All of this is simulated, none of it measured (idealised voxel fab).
Name of the process module below: voxel self aligned vias
Cross-sectional view cut (width: 275 nm; square cell size: 5 nm).
Square cells in a grid make up a cross-section in this document, and the grid is given as bands, listed from the top down, each one or more rows of cells. Band: top height; bottom height; in nm. Then, left to right: material with width in nm, for each material. "full width": a single material spanning edge to edge. "blank": empty space. Height is counted from the level 0, under which the received wafer is composed throughout of one material. The lowest of the bands is not closed at the bottom but continues downward, in the notation "z 0 and below". When a width is written as two numbers, as in "30 to 40", the first number is the width in the top row of cells of the band and the second is the width in its bottom row, and the width changes by the same amount from each row to the next. Where a step carries "remains unaltered", the cross-section came out of it unchanged, cell for cell. The list in "Sealed void inventory" covers empty spaces of 8 cells or more that cannot reach the top through any open way, and it gives each as width x height at distance; the distance is from the left edge, and width, height and distance are in nm. What comes after the settings on a step's line is commentary from the simulator itself on that step. A step line may carry the setting "overlay nm", which, for steps involving a mask, states the distance by which the mask lay to the right of its intended position; negative values denote displacement to the left.

### plan
step 1: RECEIVE | material Si
step 2: CONFORMAL_DEP | material SiO2 | thk nm 15
step 3: CONFORMAL_DEP | material SiCN | thk nm 5
step 4: DIRECTIONAL_DEP | material SiO2 | thk nm 30
step 5: DIRECTIONAL_DEP | material aC | thk nm 15
step 6: PATTERN | tone open | mask id LINES | material resist | width nm 20 | pitch nm 65 | thk nm 35 | overlay nm 0
step 7: DIRECTIONAL_ETCH | etch materials aC | depth nm 15
step 8: STRIP | etch materials resist
step 9: DIRECTIONAL_ETCH | etch materials SiO2 | depth nm 30
step 10: STRIP | etch materials aC
step 11: CONFORMAL_DEP | material TiN | thk nm 5
step 12: FILL_DEP | material W | thk nm 5
step 13: CMP | height nm 50
step 14: SELECTIVE_ETCH | etch materials W Ru TiN | depth nm 5
step 15: FILL_DEP | material SiN | thk nm 10
step 16: CMP | height nm 50
step 17: DIRECTIONAL_DEP | material SiO2 | thk nm 15
step 18: DIRECTIONAL_DEP | material aC | thk nm 15
step 19: PATTERN | tone open | mask id VIAS | material resist | width nm 40 | pitch nm 130 | thk nm 35 | overlay nm 0
step 20: DIRECTIONAL_ETCH | etch materials aC | depth nm 15
step 21: STRIP | etch materials resist
step 22: DIRECTIONAL_ETCH | etch materials SiO2 | depth nm 15
step 23: DIRECTIONAL_ETCH | etch materials SiN | depth nm 5
step 24: STRIP | etch materials aC
step 25: CONFORMAL_DEP | material TiN | thk nm 5
step 26: FILL_DEP | material Cu | thk nm 5
step 27: CMP | height nm 65
step 28: CONFORMAL_DEP | material SiCN | thk nm 5

### Shown in cross-section is the wafer as received, that is, as it stands after step 1
z 0 and below | Si full width
Sealed void inventory: none

### Post-module cross-section of the first of two wafers (run per plan)
z 70 to 65 | SiCN full width
z 65 to 55 | SiO2 (50) / TiN (5) / Cu (30) / TiN (5) / SiO2 (90) / TiN (5) / Cu (30) / TiN (5) / SiO2 (55)
z 55 to 50 | SiO2 (50) / TiN (15) / Cu (10) / TiN (15) / SiO2 (90) / TiN (15) / Cu (10) / TiN (15) / SiO2 (55)
z 50 to 45 | SiO2 (60) / TiN (20) / SiO2 (45) / SiN (20) / SiO2 (45) / TiN (20) / SiO2 (65)
z 45 to 25 | SiO2 (60) / TiN (5) / W (10) / TiN (5) / SiO2 (45) / TiN (5) / W (10) / TiN (5) / SiO2 (45) / TiN (5) / W (10) / TiN (5) / SiO2 (65)
z 25 to 20 | SiO2 (60) / TiN (20) / SiO2 (45) / TiN (20) / SiO2 (45) / TiN (20) / SiO2 (65)
z 20 to 15 | SiCN full width
z 15 to 0 | SiO2 full width
z 0 and below | Si full width
Sealed void inventory: none

### Here's the second of our two wafers sectioned at module end. Same start as the first, same plan, but one mistake got made running it
z 70 to 65 | SiCN full width
z 65 to 50 | SiO2 (50) / TiN (5) / Cu (30) / TiN (5) / SiO2 (90) / TiN (5) / Cu (30) / TiN (5) / SiO2 (55)
z 50 to 45 | SiN (50) / TiN (40) / SiN (90) / TiN (40) / SiN (55)
z 45 to 20 | SiO2 (60) / TiN (5) / W (10) / TiN (5) / SiO2 (45) / TiN (5) / W (10) / TiN (5) / SiO2 (45) / TiN (5) / W (10) / TiN (5) / SiO2 (65)
z 20 to 15 | SiO2 (60) / TiN (20) / SiO2 (45) / TiN (20) / SiO2 (45) / TiN (20) / SiO2 (65)
z 15 to 0 | SiO2 full width
z 0 and below | Si full width
Sealed void inventory: none
It is concluded that the wafer was processed incorrectly with respect to the plan, in that step 3 was dropped from the plan's execution and never run
Counted in cells at the end, the second wafer holds more or fewer of these materials than the first: Cu: 8 more; SiCN: 55 fewer; SiN: 35 more; TiN: 6 more; W: 6 more
